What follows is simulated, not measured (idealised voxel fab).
Process module, titled voxel self aligned vias
In the cross-section labelled cut, the width is 230 nm and each square cell is 5 nm.
Heads up, the way a cross-section reads in here is a grid of square cells, handed over as bands from the top down, with every band being one or more rows of cells.
Quick guide to a band line: top height, bottom height (nm) up front; then every material left to right with its width in nm. Only one material and it's marked "throughout"? Then it fills the band edge to edge. And "blank" just means empty space.
Below 0: as-received wafer, all one material; heights counted from there. Lowest band: no bottom, goes on down, written "0 nm and below".
Read "30 to 40" as a graded width: first number on top, second number at the bottom, same change between each pair of neighbouring rows.
What does "nothing was modified" mean for a step? It means no cell of the cross-section changed in that step.
The list in "Encapsulated voids" covers empty spaces of 8 cells or more that cannot reach the top through any open way, and it gives each as width x height at distance; the distance is from the left edge, and width, height and distance are in nm.
If you see something after the settings on a step's line, that's the simulator's own remark about that step.
"overlay nm" answers the question of how far to the right of plan the mask lay on a step that has a mask, and when it is negative the answer is to the left.

-- Planned process steps
step 1: RECEIVE | material Si
step 2: CONFORMAL_DEP | material SiO2 | thk nm 15
step 3: CONFORMAL_DEP | material SiCN | thk nm 5
step 4: DIRECTIONAL_DEP | material SiO2 | thk nm 30
step 5: MASKED_ETCH | tone open | mask id LINES | width nm 30 | pitch nm 65 | etch materials SiO2 | depth nm 30 | overlay nm 0
step 6: CONFORMAL_DEP | material TiN | thk nm 5
step 7: FILL_DEP | material Ru | thk nm 5
step 8: CMP | height nm 50
step 9: SELECTIVE_ETCH | etch materials W Ru TiN | depth nm 10
step 10: FILL_DEP | material SiN | thk nm 5
step 11: CMP | height nm 50
step 12: DIRECTIONAL_DEP | material SiO2 | thk nm 20
step 13: MASKED_ETCH | tone open | mask id VIAS | width nm 40 | pitch nm 130 | etch materials SiO2 | depth nm 20 | overlay nm 0
step 14: MASKED_ETCH | tone open | mask id VIAS | width nm 40 | pitch nm 130 | etch materials SiN | depth nm 10 | overlay nm 0
step 15: CONFORMAL_DEP | material TiN | thk nm 5
step 16: FILL_DEP | material Ru | thk nm 5
step 17: CMP | height nm 70
step 18: CONFORMAL_DEP | material SiN | thk nm 5

-- first wafer, as planned

-- The cross-section here shows the wafer as received, i.e. in its state after step 1
	0 nm and below  Si throughout
	Encapsulated voids: none

-- State of the wafer after step 2, shown in cross-section
	15 nm to 0 nm  SiO2 throughout
	Below 0, the layers are the same as they were.

-- State of the wafer after step 3, shown in cross-section
	20 nm to 15 nm  SiCN throughout
	Below 15, the layers are the same as they were.

-- State of the wafer after step 4, shown in cross-section
	50 nm to 20 nm  SiO2 throughout
	Below 20, the layers are the same as they were.

-- State of the wafer after step 5, shown in cross-section
	50 nm to 20 nm  SiO2 35 nm, then blank 30 nm, then SiO2 35 nm, then blank 30 nm, then SiO2 35 nm, then blank 30 nm, then SiO2 35 nm
	Below 20, the layers are the same as they were.

-- State of the wafer after step 6, shown in cross-section
	55 nm to 50 nm  TiN 40 nm, then blank 20 nm, then TiN 45 nm, then blank 20 nm, then TiN 45 nm, then blank 20 nm, then TiN 40 nm
	50 nm to 25 nm  SiO2 35 nm, then TiN 5 nm, then blank 20 nm, then TiN 5 nm, then SiO2 35 nm, then TiN 5 nm, then blank 20 nm, then TiN 5 nm, then SiO2 35 nm, then TiN 5 nm, then blank 20 nm, then TiN 5 nm, then SiO2 35 nm
	25 nm to 20 nm  SiO2 35 nm, then TiN 30 nm, then SiO2 35 nm, then TiN 30 nm, then SiO2 35 nm, then TiN 30 nm, then SiO2 35 nm
	Below 20, the layers are the same as they were.

-- State of the wafer after step 7, shown in cross-section
	60 nm to 55 nm  Ru throughout
	55 nm to 50 nm  TiN 40 nm, then Ru 20 nm, then TiN 45 nm, then Ru 20 nm, then TiN 45 nm, then Ru 20 nm, then TiN 40 nm
	50 nm to 25 nm  SiO2 35 nm, then TiN 5 nm, then Ru 20 nm, then TiN 5 nm, then SiO2 35 nm, then TiN 5 nm, then Ru 20 nm, then TiN 5 nm, then SiO2 35 nm, then TiN 5 nm, then Ru 20 nm, then TiN 5 nm, then SiO2 35 nm
	Below 25, the layers are the same as they were.

-- State of the wafer after step 8, shown in cross-section
	50 nm to 25 nm  SiO2 35 nm, then TiN 5 nm, then Ru 20 nm, then TiN 5 nm, then SiO2 35 nm, then TiN 5 nm, then Ru 20 nm, then TiN 5 nm, then SiO2 35 nm, then TiN 5 nm, then Ru 20 nm, then TiN 5 nm, then SiO2 35 nm
	Below 25, the layers are the same as they were.

-- State of the wafer after step 9, shown in cross-section
	50 nm to 40 nm  SiO2 35 nm, then blank 30 nm, then SiO2 35 nm, then blank 30 nm, then SiO2 35 nm, then blank 30 nm, then SiO2 35 nm
	Below 40, the layers are the same as they were.

-- State of the wafer after step 10, shown in cross-section
	55 nm to 50 nm  SiN throughout
	50 nm to 40 nm  SiO2 35 nm, then SiN 30 nm, then SiO2 35 nm, then SiN 30 nm, then SiO2 35 nm, then SiN 30 nm, then SiO2 35 nm
	Below 40, the layers are the same as they were.

-- State of the wafer after step 11, shown in cross-section
	50 nm to 40 nm  SiO2 35 nm, then SiN 30 nm, then SiO2 35 nm, then SiN 30 nm, then SiO2 35 nm, then SiN 30 nm, then SiO2 35 nm
	Below 40, the layers are the same as they were.

-- State of the wafer after step 12, shown in cross-section
	70 nm to 50 nm  SiO2 throughout
	Below 50, the layers are the same as they were.

-- State of the wafer after step 13, shown in cross-section
	70 nm to 50 nm  SiO2 30 nm, then blank 40 nm, then SiO2 90 nm, then blank 40 nm, then SiO2 30 nm
	Below 50, the layers are the same as they were.

-- State of the wafer after step 14, shown in cross-section
	70 nm to 50 nm  SiO2 30 nm, then blank 40 nm, then SiO2 90 nm, then blank 40 nm, then SiO2 30 nm
	50 nm to 40 nm  SiO2 35 nm, then blank 30 nm, then SiO2 35 nm, then SiN 30 nm, then SiO2 35 nm, then blank 30 nm, then SiO2 35 nm
	Below 40, the layers are the same as they were.

-- State of the wafer after step 15, shown in cross-section
	75 nm to 70 nm  TiN 35 nm, then blank 30 nm, then TiN 100 nm, then blank 30 nm, then TiN 35 nm
	70 nm to 55 nm  SiO2 30 nm, then TiN 5 nm, then blank 30 nm, then TiN 5 nm, then SiO2 90 nm, then TiN 5 nm, then blank 30 nm, then TiN 5 nm, then SiO2 30 nm
	55 nm to 50 nm  SiO2 30 nm, then TiN 10 nm, then blank 20 nm, then TiN 10 nm, then SiO2 90 nm, then TiN 10 nm, then blank 20 nm, then TiN 10 nm, then SiO2 30 nm
	50 nm to 45 nm  SiO2 35 nm, then TiN 5 nm, then blank 20 nm, then TiN 5 nm, then SiO2 35 nm, then SiN 30 nm, then SiO2 35 nm, then TiN 5 nm, then blank 20 nm, then TiN 5 nm, then SiO2 35 nm
	45 nm to 40 nm  SiO2 35 nm, then TiN 30 nm, then SiO2 35 nm, then SiN 30 nm, then SiO2 35 nm, then TiN 30 nm, then SiO2 35 nm
	Below 40, the layers are the same as they were.

-- State of the wafer after step 16, shown in cross-section
	80 nm to 75 nm  Ru throughout
	75 nm to 70 nm  TiN 35 nm, then Ru 30 nm, then TiN 100 nm, then Ru 30 nm, then TiN 35 nm
	70 nm to 55 nm  SiO2 30 nm, then TiN 5 nm, then Ru 30 nm, then TiN 5 nm, then SiO2 90 nm, then TiN 5 nm, then Ru 30 nm, then TiN 5 nm, then SiO2 30 nm
	55 nm to 50 nm  SiO2 30 nm, then TiN 10 nm, then Ru 20 nm, then TiN 10 nm, then SiO2 90 nm, then TiN 10 nm, then Ru 20 nm, then TiN 10 nm, then SiO2 30 nm
	50 nm to 45 nm  SiO2 35 nm, then TiN 5 nm, then Ru 20 nm, then TiN 5 nm, then SiO2 35 nm, then SiN 30 nm, then SiO2 35 nm, then TiN 5 nm, then Ru 20 nm, then TiN 5 nm, then SiO2 35 nm
	Below 45, the layers are the same as they were.

-- State of the wafer after step 17, shown in cross-section
	70 nm to 55 nm  SiO2 30 nm, then TiN 5 nm, then Ru 30 nm, then TiN 5 nm, then SiO2 90 nm, then TiN 5 nm, then Ru 30 nm, then TiN 5 nm, then SiO2 30 nm
	Below 55, the layers are the same as they were.

-- State of the wafer after step 18, shown in cross-section
	75 nm to 70 nm  SiN throughout
	Below 70, the layers are the same as they were.

-- Okay, second wafer. Nothing different at the start, nothing different in the plan, just one mistake somewhere in the running. As far as step 12, counting that step, it's the first wafer all over again

-- X-section, second wafer, when step 13 was due to finish
	70 nm to 50 nm  SiO2 35 nm, then blank 35 nm, then SiO2 95 nm, then blank 35 nm, then SiO2 30 nm
	Below 50, the layers are the same as they were.

-- X-section, second wafer, when step 14 was due to finish
	70 nm to 50 nm  SiO2 35 nm, then blank 35 nm, then SiO2 95 nm, then blank 35 nm, then SiO2 30 nm
	50 nm to 40 nm  SiO2 35 nm, then blank 30 nm, then SiO2 35 nm, then SiN 30 nm, then SiO2 35 nm, then blank 30 nm, then SiO2 35 nm
	Below 40, the layers are the same as they were.

-- X-section, second wafer, when step 15 was due to finish
	75 nm to 70 nm  TiN 40 nm, then blank 25 nm, then TiN 105 nm, then blank 25 nm, then TiN 35 nm
	70 nm to 55 nm  SiO2 35 nm, then TiN 5 nm, then blank 25 nm, then TiN 5 nm, then SiO2 95 nm, then TiN 5 nm, then blank 25 nm, then TiN 5 nm, then SiO2 30 nm
	55 nm to 50 nm  SiO2 35 nm, then TiN 5 nm, then blank 20 nm, then TiN 10 nm, then SiO2 95 nm, then TiN 5 nm, then blank 20 nm, then TiN 10 nm, then SiO2 30 nm
	50 nm to 45 nm  SiO2 35 nm, then TiN 5 nm, then blank 20 nm, then TiN 5 nm, then SiO2 35 nm, then SiN 30 nm, then SiO2 35 nm, then TiN 5 nm, then blank 20 nm, then TiN 5 nm, then SiO2 35 nm
	45 nm to 40 nm  SiO2 35 nm, then TiN 30 nm, then SiO2 35 nm, then SiN 30 nm, then SiO2 35 nm, then TiN 30 nm, then SiO2 35 nm
	Below 40, the layers are the same as they were.

-- X-section, second wafer, when step 16 was due to finish
	80 nm to 75 nm  Ru throughout
	75 nm to 70 nm  TiN 40 nm, then Ru 25 nm, then TiN 105 nm, then Ru 25 nm, then TiN 35 nm
	70 nm to 55 nm  SiO2 35 nm, then TiN 5 nm, then Ru 25 nm, then TiN 5 nm, then SiO2 95 nm, then TiN 5 nm, then Ru 25 nm, then TiN 5 nm, then SiO2 30 nm
	55 nm to 50 nm  SiO2 35 nm, then TiN 5 nm, then Ru 20 nm, then TiN 10 nm, then SiO2 95 nm, then TiN 5 nm, then Ru 20 nm, then TiN 10 nm, then SiO2 30 nm
	50 nm to 45 nm  SiO2 35 nm, then TiN 5 nm, then Ru 20 nm, then TiN 5 nm, then SiO2 35 nm, then SiN 30 nm, then SiO2 35 nm, then TiN 5 nm, then Ru 20 nm, then TiN 5 nm, then SiO2 35 nm
	Below 45, the layers are the same as they were.

-- X-section, second wafer, when step 17 was due to finish
	70 nm to 55 nm  SiO2 35 nm, then TiN 5 nm, then Ru 25 nm, then TiN 5 nm, then SiO2 95 nm, then TiN 5 nm, then Ru 25 nm, then TiN 5 nm, then SiO2 30 nm
	Below 55, the layers are the same as they were.

-- X-section, second wafer, when step 18 was due to finish
	75 nm to 70 nm  SiN throughout
	Below 70, the layers are the same as they were.
what went wrong: contrary to plan, step 13 was performed as MASKED_ETCH | tone open | mask id VIAS | width nm 35 | pitch nm 130 | etch materials SiO2 | depth nm 20 | overlay nm 0
The second wafer ends with more or fewer cells of some materials than the first, per final count: Ru: 6 fewer | SiO2: 8 more | TiN: 2 fewer
